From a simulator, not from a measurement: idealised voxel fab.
process module | voxel released beams
cross-section cut | 230 nm wide | cells 5 nm
A cross-section is a grid of square cells, given in bands from the top down. A band is one or more rows of cells.
Each band's line starts with the height of the band's top and of its bottom, in nm. Then come its materials from left to right, each with its width in nm. One material with "throughout" fills the band from edge to edge. "air" is empty space.
Height 0 is the level under which the wafer as received is all one material. The lowest band goes on downwards, as in "0 down".
A width such as "30 to 40" changes by the same amount from each row of cells to the next, from the band's top row to its bottom row.
"no change" after a step means that no cell of the cross-section changed.
closed voids: empty space of 8 cells or more with no open way to the top, each as width x height at its distance from the left edge, in nm
after a step's settings: what the simulator itself notes on the step
overlay nm, on a step with a mask: how far to the right of its planned place the mask lay; to the left if negative
plan
1 op RECEIVE | material Si
2 op CONFORMAL_DEP | material SiN | thk nm 5
3 op DIRECTIONAL_DEP | material SiO2 | thk nm 10
4 op PATTERN | tone open | mask id ANCHOR | material resist | width nm 25 | thk nm 20 | overlay nm 0
5 op DIRECTIONAL_ETCH | etch materials SiO2 | depth nm 10
6 op STRIP | etch materials resist
7 op CONFORMAL_DEP | material polySi | thk nm 10
8 op DIRECTIONAL_DEP | material aC | thk nm 10
9 op PATTERN | tone cover | mask id BEAM | material resist | width nm 95 | thk nm 30 | overlay nm 0
10 op DIRECTIONAL_ETCH | etch materials aC | depth nm 10
11 op STRIP | etch materials resist
12 op DIRECTIONAL_ETCH | etch materials polySi | depth nm 10
13 op STRIP | etch materials aC
14 op STRIP | etch materials SiO2
as received, after step 1
  0 down: Si throughout
  closed voids: none
a wafer at the end: this start, this plan, one mistake
  30 to 20: air 65 | polySi 95 | air 70
  20 to 15: polySi throughout
  15 to 5: SiO2 70 | polySi 25 | SiO2 135
  5 to 0: SiN throughout
  0 down: Si throughout
  closed voids: none
what went wrong: step 7 ran as: op CONFORMAL_DEP | material polySi | thk nm 15
